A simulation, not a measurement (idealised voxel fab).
Proc. module: voxel gate over fins
The figure presents cross-section cut, which has a width of 205 nm and is divided into square cells with an edge length of 5 nm.
The cross-sections in this document take the form of a grid made of square cells. They are written out as bands, in order from top to bottom. Each band consists of one or more rows of cells. Heads up on the band format: heights come first, top then bottom, in nm. After that it's the materials left to right, each with its width in nm. A single material flagged "everywhere" fills the whole band edge to edge, and "air" means there's empty space there. The level at which height equals 0 is the one under which the wafer, as it arrives, is entirely one material. No lower edge exists for the bottom band, which continues downward and is notated as in "from 0 down". A width such as "30->40" changes by the same amount from each row of cells to the next, from the band's top row to its bottom row. "identical to before", as given for a step, is the statement that not any cell of the cross-section underwent a change during that step. If an empty space has no open way to the top and is at least 8 cells in size, "closed voids" lists it, written width x height at distance, where distance is measured from the left edge and every value is in nm. Step line, after settings: the simulator's comment on this step. You can add "overlay nm" to a step's line. For a step with a mask, it describes how far the mask lay to the right of its planned position, and a negative number describes a lay to the left.

### Process steps - plan
1: RECEIVE: material Si
2: CONFORMAL_DEP: material SiN, thk nm 5
3: MASKED_ETCH: tone cover, mask id FINS, width nm 15, pitch nm 55, etch materials SiN, depth nm 5, overlay nm 0
4: MASKED_ETCH: tone cover, mask id FINS, width nm 15, pitch nm 55, etch materials Si, depth nm 35, overlay nm 0
5: OXIDIZE: depth nm 5
6: FILL_DEP: material SiO2, thk nm 10
7: CMP: height nm 5
8: DIRECTIONAL_DEP: material aC, thk nm 15
9: PATTERN: tone open, mask id RAIL, material resist, width nm 15, thk nm 35, overlay nm 0
10: DIRECTIONAL_ETCH: etch materials aC, depth nm 15
11: STRIP: etch materials resist
12: DIRECTIONAL_ETCH: etch materials SiO2, depth nm 35
13: STRIP: etch materials aC
14: CONFORMAL_DEP: material TiN, thk nm 5
15: FILL_DEP: material Ru, thk nm 5
16: CMP: height nm 5
17: SELECTIVE_ETCH: etch materials W Ru TiN, depth nm 30
18: FILL_DEP: material SiO2, thk nm 5
19: CMP: height nm 5
20: SELECTIVE_ETCH: etch materials SiO2, depth nm 20
21: STRIP: etch materials SiN
22: CONFORMAL_DEP: material HfO2, thk nm 5
23: CONFORMAL_DEP: material TiN, thk nm 5
24: FILL_DEP: material W, thk nm 15
25: CMP: height nm 20
26: CONFORMAL_DEP: material SiCN, thk nm 5

### The first of the two wafers, which ran as planned

### as received, after step 1
	from 0 down | Si everywhere
	closed voids: none

### Step 2 done - wafer cross-section
	from 5 to 0 | SiN everywhere
	Rest of section, below 0: as before.

### Step 3 done - wafer cross-section
	from 5 to 0 | air (40), then SiN (15), then air (40), then SiN (15), then air (40), then SiN (15), then air (40)
	Rest of section, below 0: as before.

### Step 4 done - wafer cross-section
	from 5 to 0 | air (40), then SiN (15), then air (40), then SiN (15), then air (40), then SiN (15), then air (40)
	from 0 to -35 | air (40), then Si (15), then air (40), then Si (15), then air (40), then Si (15), then air (40)
	Rest of section, below -35: as before.

### Step 5 done - wafer cross-section
	from 5 to 0 | air (40), then SiN (15), then air (40), then SiN (15), then air (40), then SiN (15), then air (40)
	from 0 to -35 | air (40), then SiO2 (5), then Si (5), then SiO2 (5), then air (40), then SiO2 (5), then Si (5), then SiO2 (5), then air (40), then SiO2 (5), then Si (5), then SiO2 (5), then air (40)
	from -35 to -40 | SiO2 (45), then Si (5), then SiO2 (50), then Si (5), then SiO2 (50), then Si (5), then SiO2 (45)
	Rest of section, below -40: as before.

### Step 6 done - wafer cross-section
	from 15 to 5 | SiO2 everywhere
	from 5 to 0 | SiO2 (40), then SiN (15), then SiO2 (40), then SiN (15), then SiO2 (40), then SiN (15), then SiO2 (40)
	from 0 to -40 | SiO2 (45), then Si (5), then SiO2 (50), then Si (5), then SiO2 (50), then Si (5), then SiO2 (45)
	Rest of section, below -40: as before.

### Step 7 done - wafer cross-section
	from 5 to 0 | SiO2 (40), then SiN (15), then SiO2 (40), then SiN (15), then SiO2 (40), then SiN (15), then SiO2 (40)
	Rest of section, below 0: as before.

### Step 8 done - wafer cross-section
	from 20 to 5 | aC everywhere
	Rest of section, below 5: as before.

### Step 9 done - wafer cross-section
	from 55 to 20 | resist (65), then air (15), then resist (125)
	Rest of section, below 20: as before.

### Step 10 done - wafer cross-section
	from 40 to 20 | resist (65), then air (15), then resist (125)
	from 20 to 5 | aC (65), then air (15), then aC (125)
	Rest of section, below 5: as before.

### Step 11 done - wafer cross-section
	from 20 to 5 | aC (65), then air (15), then aC (125)
	Rest of section, below 5: as before.

### Step 12 done - wafer cross-section
	from 20 to 5 | aC (65), then air (15), then aC (125)
	from 5 to 0 | SiO2 (40), then SiN (15), then SiO2 (10), then air (15), then SiO2 (15), then SiN (15), then SiO2 (40), then SiN (15), then SiO2 (40)
	from 0 to -30 | SiO2 (45), then Si (5), then SiO2 (15), then air (15), then SiO2 (20), then Si (5), then SiO2 (50), then Si (5), then SiO2 (45)
	Rest of section, below -30: as before.

### Step 13 done - wafer cross-section
	from 5 to 0 | SiO2 (40), then SiN (15), then SiO2 (10), then air (15), then SiO2 (15), then SiN (15), then SiO2 (40), then SiN (15), then SiO2 (40)
	Rest of section, below 0: as before.

### Step 14 done - wafer cross-section
	from 10 to 5 | TiN (70), then air (5), then TiN (130)
	from 5 to 0 | SiO2 (40), then SiN (15), then SiO2 (10), then TiN (5), then air (5), then TiN (5), then SiO2 (15), then SiN (15), then SiO2 (40), then SiN (15), then SiO2 (40)
	from 0 to -25 | SiO2 (45), then Si (5), then SiO2 (15), then TiN (5), then air (5), then TiN (5), then SiO2 (20), then Si (5), then SiO2 (50), then Si (5), then SiO2 (45)
	from -25 to -30 | SiO2 (45), then Si (5), then SiO2 (15), then TiN (15), then SiO2 (20), then Si (5), then SiO2 (50), then Si (5), then SiO2 (45)
	Rest of section, below -30: as before.

### Step 15 done - wafer cross-section
	from 15 to 10 | Ru everywhere
	from 10 to 5 | TiN (70), then Ru (5), then TiN (130)
	from 5 to 0 | SiO2 (40), then SiN (15), then SiO2 (10), then TiN (5), then Ru (5), then TiN (5), then SiO2 (15), then SiN (15), then SiO2 (40), then SiN (15), then SiO2 (40)
	from 0 to -25 | SiO2 (45), then Si (5), then SiO2 (15), then TiN (5), then Ru (5), then TiN (5), then SiO2 (20), then Si (5), then SiO2 (50), then Si (5), then SiO2 (45)
	Rest of section, below -25: as before.

### Step 16 done - wafer cross-section
	from 5 to 0 | SiO2 (40), then SiN (15), then SiO2 (10), then TiN (5), then Ru (5), then TiN (5), then SiO2 (15), then SiN (15), then SiO2 (40), then SiN (15), then SiO2 (40)
	Rest of section, below 0: as before.

### Step 17 done - wafer cross-section
	from 5 to 0 | SiO2 (40), then SiN (15), then SiO2 (10), then air (15), then SiO2 (15), then SiN (15), then SiO2 (40), then SiN (15), then SiO2 (40)
	from 0 to -25 | SiO2 (45), then Si (5), then SiO2 (15), then air (15), then SiO2 (20), then Si (5), then SiO2 (50), then Si (5), then SiO2 (45)
	Rest of section, below -25: as before.

### Step 18 done - wafer cross-section
	from 10 to 5 | SiO2 everywhere
	from 5 to 0 | SiO2 (40), then SiN (15), then SiO2 (40), then SiN (15), then SiO2 (40), then SiN (15), then SiO2 (40)
	from 0 to -25 | SiO2 (45), then Si (5), then SiO2 (50), then Si (5), then SiO2 (50), then Si (5), then SiO2 (45)
	Rest of section, below -25: as before.

### Step 19 done - wafer cross-section
	from 5 to 0 | SiO2 (40), then SiN (15), then SiO2 (40), then SiN (15), then SiO2 (40), then SiN (15), then SiO2 (40)
	Rest of section, below 0: as before.

### Step 20 done - wafer cross-section
	from 5 to 0 | air (40), then SiN (15), then air (40), then SiN (15), then air (40), then SiN (15), then air (40)
	from 0 to -15 | air (45), then Si (5), then air (50), then Si (5), then air (50), then Si (5), then air (45)
	Rest of section, below -15: as before.

### Step 21 done - wafer cross-section
	from 0 to -15 | air (45), then Si (5), then air (50), then Si (5), then air (50), then Si (5), then air (45)
	Rest of section, below -15: as before.

### Step 22 done - wafer cross-section
	from 5 to 0 | air (40), then HfO2 (15), then air (40), then HfO2 (15), then air (40), then HfO2 (15), then air (40)
	from 0 to -10 | air (40), then HfO2 (5), then Si (5), then HfO2 (5), then air (40), then HfO2 (5), then Si (5), then HfO2 (5), then air (40), then HfO2 (5), then Si (5), then HfO2 (5), then air (40)
	from -10 to -15 | HfO2 (45), then Si (5), then HfO2 (50), then Si (5), then HfO2 (50), then Si (5), then HfO2 (45)
	Rest of section, below -15: as before.

### Step 23 done - wafer cross-section
	from 10 to 5 | air (35), then TiN (25), then air (30), then TiN (25), then air (30), then TiN (25), then air (35)
	from 5 to 0 | air (35), then TiN (5), then HfO2 (15), then TiN (5), then air (30), then TiN (5), then HfO2 (15), then TiN (5), then air (30), then TiN (5), then HfO2 (15), then TiN (5), then air (35)
	from 0 to -5 | air (35), then TiN (5), then HfO2 (5), then Si (5), then HfO2 (5), then TiN (5), then air (30), then TiN (5), then HfO2 (5), then Si (5), then HfO2 (5), then TiN (5), then air (30), then TiN (5), then HfO2 (5), then Si (5), then HfO2 (5), then TiN (5), then air (35)
	from -5 to -10 | TiN (40), then HfO2 (5), then Si (5), then HfO2 (5), then TiN (40), then HfO2 (5), then Si (5), then HfO2 (5), then TiN (40), then HfO2 (5), then Si (5), then HfO2 (5), then TiN (40)
	Rest of section, below -10: as before.

### Step 24 done - wafer cross-section
	from 25 to 10 | W everywhere
	from 10 to 5 | W (35), then TiN (25), then W (30), then TiN (25), then W (30), then TiN (25), then W (35)
	from 5 to 0 | W (35), then TiN (5), then HfO2 (15), then TiN (5), then W (30), then TiN (5), then HfO2 (15), then TiN (5), then W (30), then TiN (5), then HfO2 (15), then TiN (5), then W (35)
	from 0 to -5 | W (35), then TiN (5), then HfO2 (5), then Si (5), then HfO2 (5), then TiN (5), then W (30), then TiN (5), then HfO2 (5), then Si (5), then HfO2 (5), then TiN (5), then W (30), then TiN (5), then HfO2 (5), then Si (5), then HfO2 (5), then TiN (5), then W (35)
	Rest of section, below -5: as before.

### Step 25 done - wafer cross-section
	from 20 to 10 | W everywhere
	Rest of section, below 10: as before.

### Step 26 done - wafer cross-section
	from 25 to 20 | SiCN everywhere
	Rest of section, below 20: as before.

### What follows concerns the second wafer, which started out like the first and was meant to follow the very same plan; one mistake crept in when it was run, but everything up to and including step 2 is the same as for the first wafer

### Look at the second wafer in cross-section at the time step 3 ought to have finished
	from 5 to 0 | air (40), then SiN (20), then air (35), then SiN (20), then air (35), then SiN (20), then air (35)
	Rest of section, below 0: as before.

### Look at the second wafer in cross-section at the time step 4 ought to have finished
	from 5 to 0 | air (40), then SiN (20), then air (35), then SiN (20), then air (35), then SiN (20), then air (35)
	from 0 to -35 | air (40), then Si (20), then air (35), then Si (20), then air (35), then Si (20), then air (35)
	Rest of section, below -35: as before.

### Look at the second wafer in cross-section at the time step 5 ought to have finished
	from 5 to 0 | air (40), then SiN (20), then air (35), then SiN (20), then air (35), then SiN (20), then air (35)
	from 0 to -35 | air (40), then SiO2 (5), then Si (10), then SiO2 (5), then air (35), then SiO2 (5), then Si (10), then SiO2 (5), then air (35), then SiO2 (5), then Si (10), then SiO2 (5), then air (35)
	from -35 to -40 | SiO2 (45), then Si (10), then SiO2 (45), then Si (10), then SiO2 (45), then Si (10), then SiO2 (40)
	Rest of section, below -40: as before.

### Look at the second wafer in cross-section at the time step 6 ought to have finished
	from 15 to 5 | SiO2 everywhere
	from 5 to 0 | SiO2 (40), then SiN (20), then SiO2 (35), then SiN (20), then SiO2 (35), then SiN (20), then SiO2 (35)
	from 0 to -40 | SiO2 (45), then Si (10), then SiO2 (45), then Si (10), then SiO2 (45), then Si (10), then SiO2 (40)
	Rest of section, below -40: as before.

### Look at the second wafer in cross-section at the time step 7 ought to have finished
	from 5 to 0 | SiO2 (40), then SiN (20), then SiO2 (35), then SiN (20), then SiO2 (35), then SiN (20), then SiO2 (35)
	Rest of section, below 0: as before.

### Look at the second wafer in cross-section at the time step 8 ought to have finished
	from 20 to 5 | aC everywhere
	Rest of section, below 5: as before.

### Look at the second wafer in cross-section at the time step 9 ought to have finished
	from 55 to 20 | resist (65), then air (15), then resist (125)
	Rest of section, below 20: as before.

### Look at the second wafer in cross-section at the time step 10 ought to have finished
	from 40 to 20 | resist (65), then air (15), then resist (125)
	from 20 to 5 | aC (65), then air (15), then aC (125)
	Rest of section, below 5: as before.

### Look at the second wafer in cross-section at the time step 11 ought to have finished
	from 20 to 5 | aC (65), then air (15), then aC (125)
	Rest of section, below 5: as before.

### Look at the second wafer in cross-section at the time step 12 ought to have finished
	from 20 to 5 | aC (65), then air (15), then aC (125)
	from 5 to 0 | SiO2 (40), then SiN (20), then SiO2 (5), then air (15), then SiO2 (15), then SiN (20), then SiO2 (35), then SiN (20), then SiO2 (35)
	from 0 to -30 | SiO2 (45), then Si (10), then SiO2 (10), then air (15), then SiO2 (20), then Si (10), then SiO2 (45), then Si (10), then SiO2 (40)
	Rest of section, below -30: as before.

### Look at the second wafer in cross-section at the time step 13 ought to have finished
	from 5 to 0 | SiO2 (40), then SiN (20), then SiO2 (5), then air (15), then SiO2 (15), then SiN (20), then SiO2 (35), then SiN (20), then SiO2 (35)
	Rest of section, below 0: as before.

### Look at the second wafer in cross-section at the time step 14 ought to have finished
	from 10 to 5 | TiN (70), then air (5), then TiN (130)
	from 5 to 0 | SiO2 (40), then SiN (20), then SiO2 (5), then TiN (5), then air (5), then TiN (5), then SiO2 (15), then SiN (20), then SiO2 (35), then SiN (20), then SiO2 (35)
	from 0 to -25 | SiO2 (45), then Si (10), then SiO2 (10), then TiN (5), then air (5), then TiN (5), then SiO2 (20), then Si (10), then SiO2 (45), then Si (10), then SiO2 (40)
	from -25 to -30 | SiO2 (45), then Si (10), then SiO2 (10), then TiN (15), then SiO2 (20), then Si (10), then SiO2 (45), then Si (10), then SiO2 (40)
	Rest of section, below -30: as before.

### Look at the second wafer in cross-section at the time step 15 ought to have finished
	from 15 to 10 | Ru everywhere
	from 10 to 5 | TiN (70), then Ru (5), then TiN (130)
	from 5 to 0 | SiO2 (40), then SiN (20), then SiO2 (5), then TiN (5), then Ru (5), then TiN (5), then SiO2 (15), then SiN (20), then SiO2 (35), then SiN (20), then SiO2 (35)
	from 0 to -25 | SiO2 (45), then Si (10), then SiO2 (10), then TiN (5), then Ru (5), then TiN (5), then SiO2 (20), then Si (10), then SiO2 (45), then Si (10), then SiO2 (40)
	Rest of section, below -25: as before.

### Look at the second wafer in cross-section at the time step 16 ought to have finished
	from 5 to 0 | SiO2 (40), then SiN (20), then SiO2 (5), then TiN (5), then Ru (5), then TiN (5), then SiO2 (15), then SiN (20), then SiO2 (35), then SiN (20), then SiO2 (35)
	Rest of section, below 0: as before.

### Look at the second wafer in cross-section at the time step 17 ought to have finished
	from 5 to 0 | SiO2 (40), then SiN (20), then SiO2 (5), then air (15), then SiO2 (15), then SiN (20), then SiO2 (35), then SiN (20), then SiO2 (35)
	from 0 to -25 | SiO2 (45), then Si (10), then SiO2 (10), then air (15), then SiO2 (20), then Si (10), then SiO2 (45), then Si (10), then SiO2 (40)
	Rest of section, below -25: as before.

### Look at the second wafer in cross-section at the time step 18 ought to have finished
	from 10 to 5 | SiO2 everywhere
	from 5 to 0 | SiO2 (40), then SiN (20), then SiO2 (35), then SiN (20), then SiO2 (35), then SiN (20), then SiO2 (35)
	from 0 to -25 | SiO2 (45), then Si (10), then SiO2 (45), then Si (10), then SiO2 (45), then Si (10), then SiO2 (40)
	Rest of section, below -25: as before.

### Look at the second wafer in cross-section at the time step 19 ought to have finished
	from 5 to 0 | SiO2 (40), then SiN (20), then SiO2 (35), then SiN (20), then SiO2 (35), then SiN (20), then SiO2 (35)
	Rest of section, below 0: as before.

### Look at the second wafer in cross-section at the time step 20 ought to have finished
	from 5 to 0 | air (40), then SiN (20), then air (35), then SiN (20), then air (35), then SiN (20), then air (35)
	from 0 to -15 | air (45), then Si (10), then air (45), then Si (10), then air (45), then Si (10), then air (40)
	Rest of section, below -15: as before.

### Look at the second wafer in cross-section at the time step 21 ought to have finished
	from 0 to -15 | air (45), then Si (10), then air (45), then Si (10), then air (45), then Si (10), then air (40)
	Rest of section, below -15: as before.

### Look at the second wafer in cross-section at the time step 22 ought to have finished
	from 5 to 0 | air (40), then HfO2 (20), then air (35), then HfO2 (20), then air (35), then HfO2 (20), then air (35)
	from 0 to -10 | air (40), then HfO2 (5), then Si (10), then HfO2 (5), then air (35), then HfO2 (5), then Si (10), then HfO2 (5), then air (35), then HfO2 (5), then Si (10), then HfO2 (5), then air (35)
	from -10 to -15 | HfO2 (45), then Si (10), then HfO2 (45), then Si (10), then HfO2 (45), then Si (10), then HfO2 (40)
	Rest of section, below -15: as before.

### Look at the second wafer in cross-section at the time step 23 ought to have finished
	from 10 to 5 | air (35), then TiN (30), then air (25), then TiN (30), then air (25), then TiN (30), then air (30)
	from 5 to 0 | air (35), then TiN (5), then HfO2 (20), then TiN (5), then air (25), then TiN (5), then HfO2 (20), then TiN (5), then air (25), then TiN (5), then HfO2 (20), then TiN (5), then air (30)
	from 0 to -5 | air (35), then TiN (5), then HfO2 (5), then Si (10), then HfO2 (5), then TiN (5), then air (25), then TiN (5), then HfO2 (5), then Si (10), then HfO2 (5), then TiN (5), then air (25), then TiN (5), then HfO2 (5), then Si (10), then HfO2 (5), then TiN (5), then air (30)
	from -5 to -10 | TiN (40), then HfO2 (5), then Si (10), then HfO2 (5), then TiN (35), then HfO2 (5), then Si (10), then HfO2 (5), then TiN (35), then HfO2 (5), then Si (10), then HfO2 (5), then TiN (35)
	Rest of section, below -10: as before.

### Look at the second wafer in cross-section at the time step 24 ought to have finished
	from 25 to 10 | W everywhere
	from 10 to 5 | W (35), then TiN (30), then W (25), then TiN (30), then W (25), then TiN (30), then W (30)
	from 5 to 0 | W (35), then TiN (5), then HfO2 (20), then TiN (5), then W (25), then TiN (5), then HfO2 (20), then TiN (5), then W (25), then TiN (5), then HfO2 (20), then TiN (5), then W (30)
	from 0 to -5 | W (35), then TiN (5), then HfO2 (5), then Si (10), then HfO2 (5), then TiN (5), then W (25), then TiN (5), then HfO2 (5), then Si (10), then HfO2 (5), then TiN (5), then W (25), then TiN (5), then HfO2 (5), then Si (10), then HfO2 (5), then TiN (5), then W (30)
	Rest of section, below -5: as before.

### Look at the second wafer in cross-section at the time step 25 ought to have finished
	from 20 to 10 | W everywhere
	Rest of section, below 10: as before.

### Look at the second wafer in cross-section at the time step 26 ought to have finished
	from 25 to 20 | SiCN everywhere
	Rest of section, below 20: as before.
So what did we get wrong on this run? step 3 ran with different settings than intended, the actual operation and settings being MASKED_ETCH: tone cover, mask id FINS, width nm 20, pitch nm 55, etch materials SiN, depth nm 5, overlay nm 0
Wrapping up, a cell-based count of both wafers puts the second over or under the first for these materials: Si: 24 more | SiO2: 15 fewer | W: 9 fewer
